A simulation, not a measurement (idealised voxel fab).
Process module, titled voxel capacitor over wiring
In the cross-section labelled cut, the width is 170 nm and each square cell is 5 nm.
A cross-section in this document is a grid of square cells, and it is written down as bands, the top band listed before the ones below it; a band is made up of one or more rows of cells.
The band entry comprises the height of the band's top followed by the height of its bottom, expressed in nm, and subsequently the band's materials from left to right, each stated together with its width in nm. Where a single material is marked with the word "all across", that material fills the band from edge to edge. The word "air" represents empty space.
Height reference: 0 = level under which incoming wafer is all one material. Lowest band: no bottom, runs on downward, e.g. "0 -> down".
Graded width ("30->40"): value in top row of band = first number; value in bottom row = second number; row-to-row change constant.
Key: "no alteration" - step with no changed cell in the cross-section.
"Closed void inventory" enumerates empty spaces isolated from the top, with no open way to it, that contain at least 8 cells, giving each as width x height at distance from the left edge, all three in nm.
Past the settings on a step's line: simulator remark, on that step.
When a step includes a mask, the "overlay nm" setting on its line states how far to the right of its planned place that mask lay, and negative values state how far to the left.
What follows is a series of pairs. Each pair shows a cross-section before one process step and the cross-section after it, and the after view is drawn only down to the lowest band that changed. Beneath each pair is the step that lies between the two, with its settings. Pairs may come from different runs of this module on the same starting wafer, so a pair continues from the one above it only where its entry headed "Before step" says so.

### Before step
  0 -> down = Si all across
  Closed void inventory: none

### Sectional View, Post-Process
  10 -> 0 = SiO2 all across
  Unchanged below 0.
  Closed void inventory: none
Intermediate step for the cross-sections above: CONFORMAL_DEP: material SiO2, thk nm 10

Before step: just use the after drawing of the pair above as your starting point.

### Sectional View, Post-Process
  15 -> 10 = TiN all across
  Unchanged below 10.
  Closed void inventory: none
Intermediate step for the cross-sections above: DIRECTIONAL_DEP: material TiN, thk nm 5

Before step: just use the after drawing of the pair above as your starting point.

### Sectional View, Post-Process
  30 -> 15 = Ru all across
  Unchanged below 15.
  Closed void inventory: none
Intermediate step for the cross-sections above: DIRECTIONAL_DEP: material Ru, thk nm 15

Before step: just use the after drawing of the pair above as your starting point.

### Sectional View, Post-Process
  30 -> 15 = air (30), then Ru (25), then air (55), then Ru (25), then air (35)
  Unchanged below 15.
  Closed void inventory: none
Intermediate step for the cross-sections above: MASKED_ETCH: tone cover, mask id METAL_1, width nm 25, pitch nm 80, etch materials Ru, depth nm 15, overlay nm 0

Before step: just use the after drawing of the pair above as your starting point.

### Sectional View, Post-Process
  30 -> 15 = air (30), then Ru (25), then air (55), then Ru (25), then air (35)
  15 -> 10 = air (30), then TiN (25), then air (55), then TiN (25), then air (35)
  Unchanged below 10.
  Closed void inventory: none
Intermediate step for the cross-sections above: MASKED_ETCH: tone cover, mask id METAL_1, width nm 25, pitch nm 80, etch materials TiN, depth nm 5, overlay nm 0

Before step: just use the after drawing of the pair above as your starting point.

### Sectional View, Post-Process
  35 -> 30 = air (25), then SiCN (35), then air (45), then SiCN (35), then air (30)
  30 -> 15 = air (25), then SiCN (5), then Ru (25), then SiCN (5), then air (45), then SiCN (5), then Ru (25), then SiCN (5), then air (30)
  15 -> 10 = SiCN (30), then TiN (25), then SiCN (55), then TiN (25), then SiCN (35)
  Unchanged below 10.
  Closed void inventory: none
Intermediate step for the cross-sections above: CONFORMAL_DEP: material SiCN, thk nm 5

Before step: just use the after drawing of the pair above as your starting point.

### Sectional View, Post-Process
  45 -> 35 = lowk all across
  35 -> 30 = lowk (25), then SiCN (35), then lowk (45), then SiCN (35), then lowk (30)
  30 -> 15 = lowk (25), then SiCN (5), then Ru (25), then SiCN (5), then lowk (45), then SiCN (5), then Ru (25), then SiCN (5), then lowk (30)
  Unchanged below 15.
  Closed void inventory: none
Intermediate step for the cross-sections above: FILL_DEP: material lowk, thk nm 10

Before step: just use the after drawing of the pair above as your starting point.

### Sectional View, Post-Process
  30 -> 15 = lowk (25), then SiCN (5), then Ru (25), then SiCN (5), then lowk (45), then SiCN (5), then Ru (25), then SiCN (5), then lowk (30)
  Unchanged below 15.
  Closed void inventory: none
Intermediate step for the cross-sections above: CMP: height nm 30

Before step: just use the after drawing of the pair above as your starting point.

### Sectional View, Post-Process
  35 -> 30 = SiCN all across
  Unchanged below 30.
  Closed void inventory: none
Intermediate step for the cross-sections above: CONFORMAL_DEP: material SiCN, thk nm 5

Before step: just use the after drawing of the pair above as your starting point.

### Sectional View, Post-Process
  50 -> 35 = lowk all across
  Unchanged below 35.
  Closed void inventory: none
Intermediate step for the cross-sections above: DIRECTIONAL_DEP: material lowk, thk nm 15

Before step: just use the after drawing of the pair above as your starting point.

### Sectional View, Post-Process
  65 -> 50 = resist (40), then air (15), then resist (115)
  Unchanged below 50.
  Closed void inventory: none
Intermediate step for the cross-sections above: PATTERN: tone open, mask id PLUG_1, material resist, width nm 15, thk nm 15, overlay nm 0

Before step: just use the after drawing of the pair above as your starting point.

### Sectional View, Post-Process
  65 -> 50 = resist (40), then air (15), then resist (115)
  50 -> 35 = lowk (40), then air (15), then lowk (115)
  Unchanged below 35.
  Closed void inventory: none
Intermediate step for the cross-sections above: DIRECTIONAL_ETCH: etch materials lowk, depth nm 15

Before step: just use the after drawing of the pair above as your starting point.

### Sectional View, Post-Process
  65 -> 50 = resist (40), then air (15), then resist (115)
  50 -> 35 = lowk (40), then air (15), then lowk (115)
  35 -> 30 = SiCN (40), then air (15), then SiCN (115)
  Unchanged below 30.
  Closed void inventory: none
Intermediate step for the cross-sections above: DIRECTIONAL_ETCH: etch materials SiCN, depth nm 5

Before step: just use the after drawing of the pair above as your starting point.

### Sectional View, Post-Process
  50 -> 35 = lowk (40), then air (15), then lowk (115)
  Unchanged below 35.
  Closed void inventory: none
Intermediate step for the cross-sections above: STRIP: etch materials resist

Before step: just use the after drawing of the pair above as your starting point.

### Sectional View, Post-Process
  55 -> 50 = TiN (45), then air (5), then TiN (120)
  50 -> 35 = lowk (40), then TiN (5), then air (5), then TiN (5), then lowk (115)
  35 -> 30 = SiCN (40), then TiN (15), then SiCN (115)
  Unchanged below 30.
  Closed void inventory: none
Intermediate step for the cross-sections above: CONFORMAL_DEP: material TiN, thk nm 5

Before step: just use the after drawing of the pair above as your starting point.

### Sectional View, Post-Process
  60 -> 55 = Ru all across
  55 -> 50 = TiN (45), then Ru (5), then TiN (120)
  50 -> 35 = lowk (40), then TiN (5), then Ru (5), then TiN (5), then lowk (115)
  Unchanged below 35.
  Closed void inventory: none
Intermediate step for the cross-sections above: FILL_DEP: material Ru, thk nm 5

Before step: just use the after drawing of the pair above as your starting point.

### Sectional View, Post-Process
  50 -> 35 = lowk (40), then TiN (5), then Ru (5), then TiN (5), then lowk (115)
  Unchanged below 35.
  Closed void inventory: none
Intermediate step for the cross-sections above: CMP: height nm 50

Before step: just use the after drawing of the pair above as your starting point.

### Sectional View, Post-Process
  60 -> 50 = TiN all across
  Unchanged below 50.
  Closed void inventory: none
Intermediate step for the cross-sections above: DIRECTIONAL_DEP: material TiN, thk nm 10

Before step: just use the after drawing of the pair above as your starting point.

### Sectional View, Post-Process
  65 -> 60 = SiN all across
  Unchanged below 60.
  Closed void inventory: none
Intermediate step for the cross-sections above: DIRECTIONAL_DEP: material SiN, thk nm 5

Before step: just use the after drawing of the pair above as your starting point.

### Sectional View, Post-Process
  75 -> 65 = TiN all across
  Unchanged below 65.
  Closed void inventory: none
Intermediate step for the cross-sections above: DIRECTIONAL_DEP: material TiN, thk nm 10

Before step: just use the after drawing of the pair above as your starting point.

### Sectional View, Post-Process
  90 -> 75 = air (40), then resist (60), then air (70)
  Unchanged below 75.
  Closed void inventory: none
Intermediate step for the cross-sections above: PATTERN: tone cover, mask id UPPER_PLATE, material resist, width nm 60, thk nm 15, overlay nm 0

Before step: just use the after drawing of the pair above as your starting point.

### Sectional View, Post-Process
  90 -> 75 = air (40), then resist (60), then air (70)
  75 -> 65 = air (40), then TiN (60), then air (70)
  Unchanged below 65.
  Closed void inventory: none
Intermediate step for the cross-sections above: DIRECTIONAL_ETCH: etch materials TiN, depth nm 10

Before step: just use the after drawing of the pair above as your starting point.

### Sectional View, Post-Process
  90 -> 75 = air (40), then resist (60), then air (70)
  75 -> 65 = air (40), then TiN (60), then air (70)
  65 -> 60 = air (40), then SiN (60), then air (70)
  Unchanged below 60.
  Closed void inventory: none
Intermediate step for the cross-sections above: DIRECTIONAL_ETCH: etch materials SiN, depth nm 5

Before step: just use the after drawing of the pair above as your starting point.

### Sectional View, Post-Process
  75 -> 65 = air (40), then TiN (60), then air (70)
  Unchanged below 65.
  Closed void inventory: none
Intermediate step for the cross-sections above: STRIP: etch materials resist

Before step: just use the after drawing of the pair above as your starting point.

### Sectional View, Post-Process
  85 -> 75 = air (40), then aC (60), then air (70)
  75 -> 70 = air (40), then TiN (60), then air (70)
  70 -> 65 = aC (40), then TiN (60), then aC (70)
  65 -> 60 = aC (40), then SiN (60), then aC (70)
  Unchanged below 60.
  Closed void inventory: none
Intermediate step for the cross-sections above: DIRECTIONAL_DEP: material aC, thk nm 10

Before step: just use the after drawing of the pair above as your starting point.

### Sectional View, Post-Process
  110 -> 85 = air (35), then resist (70), then air (65)
  85 -> 75 = air (35), then resist (5), then aC (60), then resist (5), then air (65)
  75 -> 70 = air (35), then resist (5), then TiN (60), then resist (5), then air (65)
  Unchanged below 70.
  Closed void inventory: none
Intermediate step for the cross-sections above: PATTERN: tone cover, mask id LOWER_PLATE, material resist, width nm 70, thk nm 25, overlay nm 0

Before step: just use the after drawing of the pair above as your starting point.

### Sectional View, Post-Process
  100 -> 85 = air (35), then resist (70), then air (65)
  85 -> 75 = air (35), then resist (5), then aC (60), then resist (5), then air (65)
  75 -> 70 = air (35), then resist (5), then TiN (60), then resist (5), then air (65)
  70 -> 65 = air (35), then aC (5), then TiN (60), then aC (5), then air (65)
  65 -> 60 = air (35), then aC (5), then SiN (60), then aC (5), then air (65)
  Unchanged below 60.
  Closed void inventory: none
Intermediate step for the cross-sections above: DIRECTIONAL_ETCH: etch materials aC, depth nm 10

Before step: just use the after drawing of the pair above as your starting point.

### Sectional View, Post-Process
  85 -> 75 = air (40), then aC (60), then air (70)
  75 -> 70 = air (40), then TiN (60), then air (70)
  Unchanged below 70.
  Closed void inventory: none
Intermediate step for the cross-sections above: STRIP: etch materials resist

Before step: just use the after drawing of the pair above as your starting point.

### Sectional View, Post-Process
  85 -> 75 = air (40), then aC (60), then air (70)
  75 -> 70 = air (40), then TiN (60), then air (70)
  70 -> 65 = air (35), then aC (5), then TiN (60), then aC (5), then air (65)
  65 -> 60 = air (35), then aC (5), then SiN (60), then aC (5), then air (65)
  60 -> 50 = air (35), then TiN (70), then air (65)
  Unchanged below 50.
  Closed void inventory: none
Intermediate step for the cross-sections above: DIRECTIONAL_ETCH: etch materials TiN, depth nm 10

Before step: just use the after drawing of the pair above as your starting point.

### Sectional View, Post-Process
  75 -> 65 = air (40), then TiN (60), then air (70)
  65 -> 60 = air (40), then SiN (60), then air (70)
  Unchanged below 60.
  Closed void inventory: none
Intermediate step for the cross-sections above: STRIP: etch materials aC

Before step: just use the after drawing of the pair above as your starting point.

### Sectional View, Post-Process
  90 -> 75 = SiO2 all across
  75 -> 65 = SiO2 (40), then TiN (60), then SiO2 (70)
  65 -> 60 = SiO2 (40), then SiN (60), then SiO2 (70)
  60 -> 50 = SiO2 (35), then TiN (70), then SiO2 (65)
  Unchanged below 50.
  Closed void inventory: none
Intermediate step for the cross-sections above: FILL_DEP: material SiO2, thk nm 15

Before step: just use the after drawing of the pair above as your starting point.

### Sectional View, Post-Process
  85 -> 75 = SiO2 all across
  Unchanged below 75.
  Closed void inventory: none
Intermediate step for the cross-sections above: CMP: height nm 85

Before step: just use the after drawing of the pair above as your starting point.

### Sectional View, Post-Process
  100 -> 85 = aC all across
  Unchanged below 85.
  Closed void inventory: none
Intermediate step for the cross-sections above: DIRECTIONAL_DEP: material aC, thk nm 15

Before step: just use the after drawing of the pair above as your starting point.

### Sectional View, Post-Process
  130 -> 100 = resist (50), then air (15), then resist (105)
  Unchanged below 100.
  Closed void inventory: none
Intermediate step for the cross-sections above: PATTERN: tone open, mask id PLUG_2, material resist, width nm 15, thk nm 30, overlay nm 0

Before step: just use the after drawing of the pair above as your starting point.

### Sectional View, Post-Process
  115 -> 100 = resist (50), then air (15), then resist (105)
  100 -> 85 = aC (50), then air (15), then aC (105)
  Unchanged below 85.
  Closed void inventory: none
Intermediate step for the cross-sections above: DIRECTIONAL_ETCH: etch materials aC, depth nm 15

Before step: just use the after drawing of the pair above as your starting point.

### Sectional View, Post-Process
  100 -> 85 = aC (50), then air (15), then aC (105)
  Unchanged below 85.
  Closed void inventory: none
Intermediate step for the cross-sections above: STRIP: etch materials resist

Before step: just use the after drawing of the pair above as your starting point.

### Sectional View, Post-Process
  100 -> 85 = aC (50), then air (15), then aC (105)
  85 -> 75 = SiO2 (50), then air (15), then SiO2 (105)
  Unchanged below 75.
  Closed void inventory: none
Intermediate step for the cross-sections above: DIRECTIONAL_ETCH: etch materials SiO2, depth nm 10

Before step: just use the after drawing of the pair above as your starting point.

### Sectional View, Post-Process
  85 -> 75 = SiO2 (50), then air (15), then SiO2 (105)
  Unchanged below 75.
  Closed void inventory: none
Intermediate step for the cross-sections above: STRIP: etch materials aC

Before step: just use the after drawing of the pair above as your starting point.

### Sectional View, Post-Process
  90 -> 85 = TiN (55), then air (5), then TiN (110)
  85 -> 80 = SiO2 (50), then TiN (5), then air (5), then TiN (5), then SiO2 (105)
  80 -> 75 = SiO2 (50), then TiN (15), then SiO2 (105)
  Unchanged below 75.
  Closed void inventory: none
Intermediate step for the cross-sections above: CONFORMAL_DEP: material TiN, thk nm 5

Before step: just use the after drawing of the pair above as your starting point.

### Sectional View, Post-Process
  100 -> 90 = Ru all across
  90 -> 85 = TiN (55), then Ru (5), then TiN (110)
  85 -> 80 = SiO2 (50), then TiN (5), then Ru (5), then TiN (5), then SiO2 (105)
  Unchanged below 80.
  Closed void inventory: none
Intermediate step for the cross-sections above: FILL_DEP: material Ru, thk nm 10

Before step: just use the after drawing of the pair above as your starting point.

### Sectional View, Post-Process
  85 -> 80 = SiO2 (50), then TiN (5), then Ru (5), then TiN (5), then SiO2 (105)
  Unchanged below 80.
  Closed void inventory: none
Intermediate step for the cross-sections above: CMP: height nm 85

Before step: just use the after drawing of the pair above as your starting point.

### Sectional View, Post-Process
  90 -> 85 = SiCN all across
  Unchanged below 85.
  Closed void inventory: none
Intermediate step for the cross-sections above: CONFORMAL_DEP: material SiCN, thk nm 5

### Before step
  60 -> 50 = TiN all across
  50 -> 35 = lowk (40), then TiN (5), then Ru (5), then TiN (5), then lowk (115)
  35 -> 30 = SiCN (40), then TiN (15), then SiCN (115)
  30 -> 15 = lowk (25), then SiCN (5), then Ru (25), then SiCN (5), then lowk (45), then SiCN (5), then Ru (25), then SiCN (5), then lowk (30)
  15 -> 10 = SiCN (30), then TiN (25), then SiCN (55), then TiN (25), then SiCN (35)
  10 -> 0 = SiO2 all across
  0 -> down = Si all across
  Closed void inventory: none

### Sectional View, Post-Process
  70 -> 50 = TiN all across
  Unchanged below 50.
  Closed void inventory: none
Intermediate step for the cross-sections above: DIRECTIONAL_DEP: material TiN, thk nm 10

Before step: just use the after drawing of the pair above as your starting point.

### Sectional View, Post-Process
  85 -> 70 = air (40), then resist (60), then air (70)
  Unchanged below 70.
  Closed void inventory: none
Intermediate step for the cross-sections above: PATTERN: tone cover, mask id UPPER_PLATE, material resist, width nm 60, thk nm 15, overlay nm 0

Before step: just use the after drawing of the pair above as your starting point.

### Sectional View, Post-Process
  85 -> 70 = air (40), then resist (60), then air (70)
  70 -> 60 = air (40), then TiN (60), then air (70)
  Unchanged below 60.
  Closed void inventory: none
Intermediate step for the cross-sections above: DIRECTIONAL_ETCH: etch materials TiN, depth nm 10

Before step: just use the after drawing of the pair above as your starting point.

### Sectional View, Post-Process
  70 -> 60 = air (40), then TiN (60), then air (70)
  Unchanged below 60.
  Closed void inventory: none
Intermediate step for the cross-sections above: STRIP: etch materials resist

Before step: just use the after drawing of the pair above as your starting point.

### Sectional View, Post-Process
  80 -> 70 = air (40), then aC (60), then air (70)
  70 -> 60 = aC (40), then TiN (60), then aC (70)
  Unchanged below 60.
  Closed void inventory: none
Intermediate step for the cross-sections above: DIRECTIONAL_DEP: material aC, thk nm 10

Before step: just use the after drawing of the pair above as your starting point.

### Sectional View, Post-Process
  105 -> 80 = air (35), then resist (70), then air (65)
  80 -> 70 = air (35), then resist (5), then aC (60), then resist (5), then air (65)
  Unchanged below 70.
  Closed void inventory: none
Intermediate step for the cross-sections above: PATTERN: tone cover, mask id LOWER_PLATE, material resist, width nm 70, thk nm 25, overlay nm 0

Before step: just use the after drawing of the pair above as your starting point.

### Sectional View, Post-Process
  95 -> 80 = air (35), then resist (70), then air (65)
  80 -> 70 = air (35), then resist (5), then aC (60), then resist (5), then air (65)
  70 -> 60 = air (35), then aC (5), then TiN (60), then aC (5), then air (65)
  Unchanged below 60.
  Closed void inventory: none
Intermediate step for the cross-sections above: DIRECTIONAL_ETCH: etch materials aC, depth nm 10

Before step: just use the after drawing of the pair above as your starting point.

### Sectional View, Post-Process
  80 -> 70 = air (40), then aC (60), then air (70)
  Unchanged below 70.
  Closed void inventory: none
Intermediate step for the cross-sections above: STRIP: etch materials resist

Before step: just use the after drawing of the pair above as your starting point.

### Sectional View, Post-Process
  80 -> 70 = air (40), then aC (60), then air (70)
  70 -> 60 = air (35), then aC (5), then TiN (60), then aC (5), then air (65)
  60 -> 50 = air (35), then TiN (70), then air (65)
  Unchanged below 50.
  Closed void inventory: none
Intermediate step for the cross-sections above: DIRECTIONAL_ETCH: etch materials TiN, depth nm 10

Before step: just use the after drawing of the pair above as your starting point.

### Sectional View, Post-Process
  70 -> 60 = air (40), then TiN (60), then air (70)
  Unchanged below 60.
  Closed void inventory: none
Intermediate step for the cross-sections above: STRIP: etch materials aC

Before step: just use the after drawing of the pair above as your starting point.

### Sectional View, Post-Process
  85 -> 70 = SiO2 all across
  70 -> 60 = SiO2 (40), then TiN (60), then SiO2 (70)
  60 -> 50 = SiO2 (35), then TiN (70), then SiO2 (65)
  Unchanged below 50.
  Closed void inventory: none
Intermediate step for the cross-sections above: FILL_DEP: material SiO2, thk nm 15

Before step: just use the after drawing of the pair above as your starting point.

### Sectional View, Post-Process
  100 -> 85 = aC all across
  Unchanged below 85.
  Closed void inventory: none
Intermediate step for the cross-sections above: DIRECTIONAL_DEP: material aC, thk nm 15

Before step: just use the after drawing of the pair above as your starting point.

### Sectional View, Post-Process
  130 -> 100 = resist (50), then air (15), then resist (105)
  Unchanged below 100.
  Closed void inventory: none
Intermediate step for the cross-sections above: PATTERN: tone open, mask id PLUG_2, material resist, width nm 15, thk nm 30, overlay nm 0

Before step: just use the after drawing of the pair above as your starting point.

### Sectional View, Post-Process
  115 -> 100 = resist (50), then air (15), then resist (105)
  100 -> 85 = aC (50), then air (15), then aC (105)
  Unchanged below 85.
  Closed void inventory: none
Intermediate step for the cross-sections above: DIRECTIONAL_ETCH: etch materials aC, depth nm 15

Before step: just use the after drawing of the pair above as your starting point.

### Sectional View, Post-Process
  100 -> 85 = aC (50), then air (15), then aC (105)
  Unchanged below 85.
  Closed void inventory: none
Intermediate step for the cross-sections above: STRIP: etch materials resist

Before step: just use the after drawing of the pair above as your starting point.

### Sectional View, Post-Process
  100 -> 85 = aC (50), then air (15), then aC (105)
  85 -> 75 = SiO2 (50), then air (15), then SiO2 (105)
  Unchanged below 75.
  Closed void inventory: none
Intermediate step for the cross-sections above: DIRECTIONAL_ETCH: etch materials SiO2, depth nm 10

Before step: just use the after drawing of the pair above as your starting point.

### Sectional View, Post-Process
  85 -> 75 = SiO2 (50), then air (15), then SiO2 (105)
  Unchanged below 75.
  Closed void inventory: none
Intermediate step for the cross-sections above: STRIP: etch materials aC

Before step: just use the after drawing of the pair above as your starting point.

### Sectional View, Post-Process
  90 -> 85 = TiN (55), then air (5), then TiN (110)
  85 -> 80 = SiO2 (50), then TiN (5), then air (5), then TiN (5), then SiO2 (105)
  80 -> 75 = SiO2 (50), then TiN (15), then SiO2 (105)
  Unchanged below 75.
  Closed void inventory: none
Intermediate step for the cross-sections above: CONFORMAL_DEP: material TiN, thk nm 5

Before step: just use the after drawing of the pair above as your starting point.

### Sectional View, Post-Process
  100 -> 90 = Ru all across
  90 -> 85 = TiN (55), then Ru (5), then TiN (110)
  85 -> 80 = SiO2 (50), then TiN (5), then Ru (5), then TiN (5), then SiO2 (105)
  Unchanged below 80.
  Closed void inventory: none
Intermediate step for the cross-sections above: FILL_DEP: material Ru, thk nm 10

Before step: just use the after drawing of the pair above as your starting point.

### Sectional View, Post-Process
  85 -> 80 = SiO2 (50), then TiN (5), then Ru (5), then TiN (5), then SiO2 (105)
  Unchanged below 80.
  Closed void inventory: none
Intermediate step for the cross-sections above: CMP: height nm 85

Before step: just use the after drawing of the pair above as your starting point.

### Sectional View, Post-Process
  90 -> 85 = SiCN all across
  Unchanged below 85.
  Closed void inventory: none
Intermediate step for the cross-sections above: CONFORMAL_DEP: material SiCN, thk nm 5

### Before step
  70 -> 50 = TiN all across
  50 -> 35 = lowk (40), then TiN (5), then Ru (5), then TiN (5), then lowk (115)
  35 -> 30 = SiCN (40), then TiN (15), then SiCN (115)
  30 -> 15 = lowk (25), then SiCN (5), then Ru (25), then SiCN (5), then lowk (45), then SiCN (5), then Ru (25), then SiCN (5), then lowk (30)
  15 -> 10 = SiCN (30), then TiN (25), then SiCN (55), then TiN (25), then SiCN (35)
  10 -> 0 = SiO2 all across
  0 -> down = Si all across
  Closed void inventory: none

### Sectional View, Post-Process
  75 -> 70 = SiN all across
  Unchanged below 70.
  Closed void inventory: none
Intermediate step for the cross-sections above: DIRECTIONAL_DEP: material SiN, thk nm 5

Before step: just use the after drawing of the pair above as your starting point.

### Sectional View, Post-Process
  90 -> 75 = air (40), then resist (60), then air (70)
  Unchanged below 75.
  Closed void inventory: none
Intermediate step for the cross-sections above: PATTERN: tone cover, mask id UPPER_PLATE, material resist, width nm 60, thk nm 15, overlay nm 0

Before step: just use the after drawing of the pair above as your starting point.

### Sectional View, Post-Process
  90 -> 75 = air (40), then resist (60), then air (70)
  75 -> 70 = air (40), then SiN (60), then air (70)
  Unchanged below 70.
  Closed void inventory: none
Intermediate step for the cross-sections above: DIRECTIONAL_ETCH: etch materials SiN, depth nm 5

Before step: just use the after drawing of the pair above as your starting point.

### Sectional View, Post-Process
  75 -> 70 = air (40), then SiN (60), then air (70)
  Unchanged below 70.
  Closed void inventory: none
Intermediate step for the cross-sections above: STRIP: etch materials resist

Before step: just use the after drawing of the pair above as your starting point.

### Sectional View, Post-Process
  85 -> 80 = air (40), then aC (60), then air (70)
  80 -> 75 = aC all across
  75 -> 70 = aC (40), then SiN (60), then aC (70)
  Unchanged below 70.
  Closed void inventory: none
Intermediate step for the cross-sections above: DIRECTIONAL_DEP: material aC, thk nm 10

Before step: just use the after drawing of the pair above as your starting point.

### Sectional View, Post-Process
  110 -> 85 = air (35), then resist (70), then air (65)
  85 -> 80 = air (35), then resist (5), then aC (60), then resist (5), then air (65)
  Unchanged below 80.
  Closed void inventory: none
Intermediate step for the cross-sections above: PATTERN: tone cover, mask id LOWER_PLATE, material resist, width nm 70, thk nm 25, overlay nm 0

Before step: just use the after drawing of the pair above as your starting point.

### Sectional View, Post-Process
  100 -> 85 = air (35), then resist (70), then air (65)
  85 -> 80 = air (35), then resist (5), then aC (60), then resist (5), then air (65)
  80 -> 75 = air (35), then aC (70), then air (65)
  75 -> 70 = air (35), then aC (5), then SiN (60), then aC (5), then air (65)
  Unchanged below 70.
  Closed void inventory: none
Intermediate step for the cross-sections above: DIRECTIONAL_ETCH: etch materials aC, depth nm 10

Before step: just use the after drawing of the pair above as your starting point.

### Sectional View, Post-Process
  85 -> 75 = air (40->35), then aC (60->70), then air (70->65)
  Unchanged below 75.
  Closed void inventory: none
Intermediate step for the cross-sections above: STRIP: etch materials resist

Before step: just use the after drawing of the pair above as your starting point.

### Sectional View, Post-Process
  85 -> 75 = air (40->35), then aC (60->70), then air (70->65)
  75 -> 70 = air (35), then aC (5), then SiN (60), then aC (5), then air (65)
  70 -> 60 = air (35), then TiN (70), then air (65)
  Unchanged below 60.
  Closed void inventory: none
Intermediate step for the cross-sections above: DIRECTIONAL_ETCH: etch materials TiN, depth nm 10

Before step: just use the after drawing of the pair above as your starting point.

### Sectional View, Post-Process
  75 -> 70 = air (40), then SiN (60), then air (70)
  Unchanged below 70.
  Closed void inventory: none
Intermediate step for the cross-sections above: STRIP: etch materials aC

Before step: just use the after drawing of the pair above as your starting point.

### Sectional View, Post-Process
  90 -> 75 = SiO2 all across
  75 -> 70 = SiO2 (40), then SiN (60), then SiO2 (70)
  70 -> 60 = SiO2 (35), then TiN (70), then SiO2 (65)
  Unchanged below 60.
  Closed void inventory: none
Intermediate step for the cross-sections above: FILL_DEP: material SiO2, thk nm 15

Before step: just use the after drawing of the pair above as your starting point.

### Sectional View, Post-Process
  85 -> 75 = SiO2 all across
  Unchanged below 75.
  Closed void inventory: none
Intermediate step for the cross-sections above: CMP: height nm 85

Before step: just use the after drawing of the pair above as your starting point.

### Sectional View, Post-Process
  100 -> 85 = aC all across
  Unchanged below 85.
  Closed void inventory: none
Intermediate step for the cross-sections above: DIRECTIONAL_DEP: material aC, thk nm 15

Before step: just use the after drawing of the pair above as your starting point.

### Sectional View, Post-Process
  130 -> 100 = resist (50), then air (15), then resist (105)
  Unchanged below 100.
  Closed void inventory: none
Intermediate step for the cross-sections above: PATTERN: tone open, mask id PLUG_2, material resist, width nm 15, thk nm 30, overlay nm 0

Before step: just use the after drawing of the pair above as your starting point.

### Sectional View, Post-Process
  115 -> 100 = resist (50), then air (15), then resist (105)
  100 -> 85 = aC (50), then air (15), then aC (105)
  Unchanged below 85.
  Closed void inventory: none
Intermediate step for the cross-sections above: DIRECTIONAL_ETCH: etch materials aC, depth nm 15

Before step: just use the after drawing of the pair above as your starting point.

### Sectional View, Post-Process
  100 -> 85 = aC (50), then air (15), then aC (105)
  Unchanged below 85.
  Closed void inventory: none
Intermediate step for the cross-sections above: STRIP: etch materials resist

Before step: just use the after drawing of the pair above as your starting point.

### Sectional View, Post-Process
  100 -> 85 = aC (50), then air (15), then aC (105)
  85 -> 75 = SiO2 (50), then air (15), then SiO2 (105)
  Unchanged below 75.
  Closed void inventory: none
Intermediate step for the cross-sections above: DIRECTIONAL_ETCH: etch materials SiO2, depth nm 10

Before step: just use the after drawing of the pair above as your starting point.

### Sectional View, Post-Process
  85 -> 75 = SiO2 (50), then air (15), then SiO2 (105)
  Unchanged below 75.
  Closed void inventory: none
Intermediate step for the cross-sections above: STRIP: etch materials aC

Before step: just use the after drawing of the pair above as your starting point.

### Sectional View, Post-Process
  90 -> 85 = TiN (55), then air (5), then TiN (110)
  85 -> 80 = SiO2 (50), then TiN (5), then air (5), then TiN (5), then SiO2 (105)
  80 -> 75 = SiO2 (50), then TiN (15), then SiO2 (105)
  Unchanged below 75.
  Closed void inventory: none
Intermediate step for the cross-sections above: CONFORMAL_DEP: material TiN, thk nm 5

Before step: just use the after drawing of the pair above as your starting point.

### Sectional View, Post-Process
  100 -> 90 = Ru all across
  90 -> 85 = TiN (55), then Ru (5), then TiN (110)
  85 -> 80 = SiO2 (50), then TiN (5), then Ru (5), then TiN (5), then SiO2 (105)
  Unchanged below 80.
  Closed void inventory: none
Intermediate step for the cross-sections above: FILL_DEP: material Ru, thk nm 10

Before step: just use the after drawing of the pair above as your starting point.

### Sectional View, Post-Process
  85 -> 80 = SiO2 (50), then TiN (5), then Ru (5), then TiN (5), then SiO2 (105)
  Unchanged below 80.
  Closed void inventory: none
Intermediate step for the cross-sections above: CMP: height nm 85

Before step: just use the after drawing of the pair above as your starting point.

### Sectional View, Post-Process
  90 -> 85 = SiCN all across
  Unchanged below 85.
  Closed void inventory: none
Intermediate step for the cross-sections above: CONFORMAL_DEP: material SiCN, thk nm 5

### Before step
  50 -> 35 = lowk (40), then TiN (5), then Ru (5), then TiN (5), then lowk (115)
  35 -> 30 = SiCN (40), then TiN (15), then SiCN (115)
  30 -> 15 = lowk (25), then SiCN (5), then Ru (25), then SiCN (5), then lowk (45), then SiCN (5), then Ru (25), then SiCN (5), then lowk (30)
  15 -> 10 = SiCN (30), then TiN (25), then SiCN (55), then TiN (25), then SiCN (35)
  10 -> 0 = SiO2 all across
  0 -> down = Si all across
  Closed void inventory: none

### Sectional View, Post-Process
  65 -> 50 = TiN all across
  Unchanged below 50.
  Closed void inventory: none
Intermediate step for the cross-sections above: DIRECTIONAL_DEP: material TiN, thk nm 15

Before step: just use the after drawing of the pair above as your starting point.

### Sectional View, Post-Process
  70 -> 65 = SiN all across
  Unchanged below 65.
  Closed void inventory: none
Intermediate step for the cross-sections above: DIRECTIONAL_DEP: material SiN, thk nm 5

Before step: just use the after drawing of the pair above as your starting point.

### Sectional View, Post-Process
  80 -> 70 = TiN all across
  Unchanged below 70.
  Closed void inventory: none
Intermediate step for the cross-sections above: DIRECTIONAL_DEP: material TiN, thk nm 10

Before step: just use the after drawing of the pair above as your starting point.

### Sectional View, Post-Process
  95 -> 80 = air (40), then resist (60), then air (70)
  Unchanged below 80.
  Closed void inventory: none
Intermediate step for the cross-sections above: PATTERN: tone cover, mask id UPPER_PLATE, material resist, width nm 60, thk nm 15, overlay nm 0

Before step: just use the after drawing of the pair above as your starting point.

### Sectional View, Post-Process
  95 -> 80 = air (40), then resist (60), then air (70)
  80 -> 70 = air (40), then TiN (60), then air (70)
  Unchanged below 70.
  Closed void inventory: none
Intermediate step for the cross-sections above: DIRECTIONAL_ETCH: etch materials TiN, depth nm 10

Before step: just use the after drawing of the pair above as your starting point.

### Sectional View, Post-Process
  95 -> 80 = air (40), then resist (60), then air (70)
  80 -> 70 = air (40), then TiN (60), then air (70)
  70 -> 65 = air (40), then SiN (60), then air (70)
  Unchanged below 65.
  Closed void inventory: none
Intermediate step for the cross-sections above: DIRECTIONAL_ETCH: etch materials SiN, depth nm 5

Before step: just use the after drawing of the pair above as your starting point.

### Sectional View, Post-Process
  80 -> 70 = air (40), then TiN (60), then air (70)
  Unchanged below 70.
  Closed void inventory: none
Intermediate step for the cross-sections above: STRIP: etch materials resist
